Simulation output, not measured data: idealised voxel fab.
process module | voxel transistor to metal
cross-section cut | 180 nm wide | cells 5 nm
A cross-section is a grid of square cells, given in bands from the top down. A band is one or more rows of cells.
Each band's line starts with the height of the band's top and of its bottom, in nm. Then come its materials from left to right, each with its width in nm. One material with "throughout" fills the band from edge to edge. "air" is empty space.
Height 0 is the level under which the wafer as received is all one material. The lowest band goes on downwards, as in "0 down".
A width such as "30 to 40" changes by the same amount from each row of cells to the next, from the band's top row to its bottom row.
"no change" after a step means that no cell of the cross-section changed.
closed voids: empty space of 8 cells or more with no open way to the top, each as width x height at its distance from the left edge, in nm
after a step's settings: what the simulator itself notes on the step
overlay nm, on a step with a mask: how far to the right of its planned place the mask lay; to the left if negative
plan
1 op RECEIVE | material Si
2 op CONFORMAL_DEP | material SiO2 | thk nm 5
3 op CONFORMAL_DEP | material SiN | thk nm 10
4 op MASKED_ETCH | tone cover | mask id ACTIVE | width nm 95 | etch materials SiN | depth nm 10 | overlay nm 0
5 op MASKED_ETCH | tone cover | mask id ACTIVE | width nm 95 | etch materials SiO2 | depth nm 5 | overlay nm 0
6 op MASKED_ETCH | tone cover | mask id ACTIVE | width nm 95 | etch materials Si | depth nm 35 | overlay nm 0
7 op OXIDIZE | depth nm 5
8 op FILL_DEP | material SiO2 | thk nm 10
9 op CMP | height nm 15
10 op SELECTIVE_ETCH | etch materials SiO2 | depth nm 10
11 op STRIP | etch materials SiN
12 op SELECTIVE_ETCH | etch materials SiO2 | depth nm 5
13 op OXIDIZE | depth nm 5
14 op DIRECTIONAL_DEP | material polySi | thk nm 30
15 op DIRECTIONAL_DEP | material SiCN | thk nm 15
16 op PATTERN | tone cover | mask id GATE | material resist | width nm 25 | thk nm 15 | overlay nm 0
17 op DIRECTIONAL_ETCH | etch materials SiCN | depth nm 25
18 op DIRECTIONAL_ETCH | etch materials polySi | depth nm 40
19 op STRIP | etch materials resist
20 op CONFORMAL_DEP | material SiN | thk nm 5
21 op DIRECTIONAL_ETCH | etch materials SiN | depth nm 5
22 op DIRECTIONAL_ETCH | etch materials SiO2 | depth nm 5
23 op EPI | material SiGe | thk nm 5
24 op FILL_DEP | material SiO2 | thk nm 5
25 op CMP | height nm 30
26 op STRIP | etch materials polySi
27 op SELECTIVE_ETCH | etch materials SiO2 | depth nm 5
28 op CONFORMAL_DEP | material HfO2 | thk nm 5
29 op CONFORMAL_DEP | material TiN | thk nm 5
30 op FILL_DEP | material W | thk nm 10
31 op CMP | height nm 25
32 op DIRECTIONAL_DEP | material SiO2 | thk nm 15
33 op PATTERN | tone open | mask id CONTACT | material resist | width nm 15 | pitch nm 70 | thk nm 15 | overlay nm 0
34 op DIRECTIONAL_ETCH | etch materials SiO2 | depth nm 40
35 op STRIP | etch materials resist
36 op CONFORMAL_DEP | material TiN | thk nm 5
37 op FILL_DEP | material Ru | thk nm 10
38 op CMP | height nm 40
39 op CONFORMAL_DEP | material SiN | thk nm 5
40 op DIRECTIONAL_DEP | material SiO2 | thk nm 25
41 op PATTERN | tone open | mask id METAL_1 | material resist | width nm 15 | pitch nm 70 | thk nm 15 | overlay nm 0
42 op DIRECTIONAL_ETCH | etch materials SiO2 | depth nm 25
43 op DIRECTIONAL_ETCH | etch materials SiN | depth nm 5
44 op STRIP | etch materials resist
45 op CONFORMAL_DEP | material TiN | thk nm 5
46 op FILL_DEP | material Cu | thk nm 10
47 op CMP | height nm 70
48 op CONFORMAL_DEP | material SiCN | thk nm 5
49 op DIRECTIONAL_DEP | material SiO2 | thk nm 30
50 op DIRECTIONAL_DEP | material aC | thk nm 10
51 op PATTERN | tone open | mask id METAL_2 | material resist | width nm 15 | pitch nm 70 | thk nm 25 | overlay nm 0
52 op DIRECTIONAL_ETCH | etch materials aC | depth nm 10
53 op STRIP | etch materials resist
54 op DIRECTIONAL_ETCH | etch materials SiO2 | depth nm 15
55 op STRIP | etch materials aC
56 op DIRECTIONAL_DEP | material aC | thk nm 15
57 op PATTERN | tone open | mask id METAL_2_HOLES | material resist | width nm 15 | pitch nm 70 | thk nm 30 | overlay nm 0
58 op DIRECTIONAL_ETCH | etch materials aC | depth nm 15
59 op STRIP | etch materials resist
60 op DIRECTIONAL_ETCH | etch materials SiO2 | depth nm 15
61 op DIRECTIONAL_ETCH | etch materials SiCN | depth nm 5
62 op STRIP | etch materials aC
63 op CONFORMAL_DEP | material TiN | thk nm 5
64 op FILL_DEP | material Cu | thk nm 10
65 op CMP | height nm 105
66 op CONFORMAL_DEP | material SiCN | thk nm 5
as received, after step 1
  0 down: Si throughout
  closed voids: none
first wafer at the end, as planned
  110 to 105: SiCN throughout
  105 to 75: SiO2 45 | TiN 5 | Cu 5 | TiN 5 | SiO2 55 | TiN 5 | Cu 5 | TiN 5 | SiO2 50
  75 to 70: SiCN 45 | TiN 15 | SiCN 55 | TiN 15 | SiCN 50
  70 to 45: SiO2 45 | TiN 5 | Cu 5 | TiN 5 | SiO2 55 | TiN 5 | Cu 5 | TiN 5 | SiO2 50
  45 to 40: SiN 45 | TiN 15 | SiN 55 | TiN 15 | SiN 50
  40 to 25: SiO2 45 | TiN 5 | Ru 5 | TiN 5 | SiO2 55 | TiN 5 | Ru 5 | TiN 5 | SiO2 50
  25 to 5: SiO2 45 | TiN 5 | Ru 5 | TiN 5 | SiO2 10 | SiN 5 | HfO2 5 | TiN 5 | W 5 | TiN 5 | HfO2 5 | SiN 5 | SiO2 10 | TiN 5 | Ru 5 | TiN 5 | SiO2 50
  5 to 0: SiO2 45 | TiN 15 | SiO2 10 | SiN 5 | HfO2 5 | TiN 15 | HfO2 5 | SiN 5 | SiO2 10 | TiN 15 | SiO2 50
  0 to -5: SiO2 40 | SiGe 30 | HfO2 35 | SiGe 30 | SiO2 45
  -5 to -40: SiO2 45 | Si 85 | SiO2 50
  -40 down: Si throughout
  closed voids: none
second wafer at the end: like start, like plan, one mistake
  110 to 105: SiCN throughout
  105 to 75: SiO2 45 | TiN 5 | Cu 5 | TiN 5 | SiO2 55 | TiN 5 | Cu 5 | TiN 5 | SiO2 50
  75 to 70: SiCN 45 | TiN 15 | SiCN 55 | TiN 15 | SiCN 50
  70 to 45: Cu 40 | TiN 5 | SiO2 15 | TiN 5 | Cu 45 | TiN 5 | SiO2 15 | TiN 5 | Cu 45
  45 to 40: TiN 45 | SiN 15 | TiN 55 | SiN 15 | TiN 50
  40 to 25: SiO2 45 | TiN 5 | Ru 5 | TiN 5 | SiO2 55 | TiN 5 | Ru 5 | TiN 5 | SiO2 50
  25 to 5: SiO2 45 | TiN 5 | Ru 5 | TiN 5 | SiO2 10 | SiN 5 | HfO2 5 | TiN 5 | W 5 | TiN 5 | HfO2 5 | SiN 5 | SiO2 10 | TiN 5 | Ru 5 | TiN 5 | SiO2 50
  5 to 0: SiO2 45 | TiN 15 | SiO2 10 | SiN 5 | HfO2 5 | TiN 15 | HfO2 5 | SiN 5 | SiO2 10 | TiN 15 | SiO2 50
  0 to -5: SiO2 40 | SiGe 30 | HfO2 35 | SiGe 30 | SiO2 45
  -5 to -40: SiO2 45 | Si 85 | SiO2 50
  -40 down: Si throughout
  closed voids: none
what went wrong: step 41 ran as: op PATTERN | tone cover | mask id METAL_1 | material resist | width nm 15 | pitch nm 70 | thk nm 15 | overlay nm 0
at the end the second wafer has, in cells: 120 more of Cu | 24 fewer of SiN | 120 fewer of SiO2 | 24 more of TiN
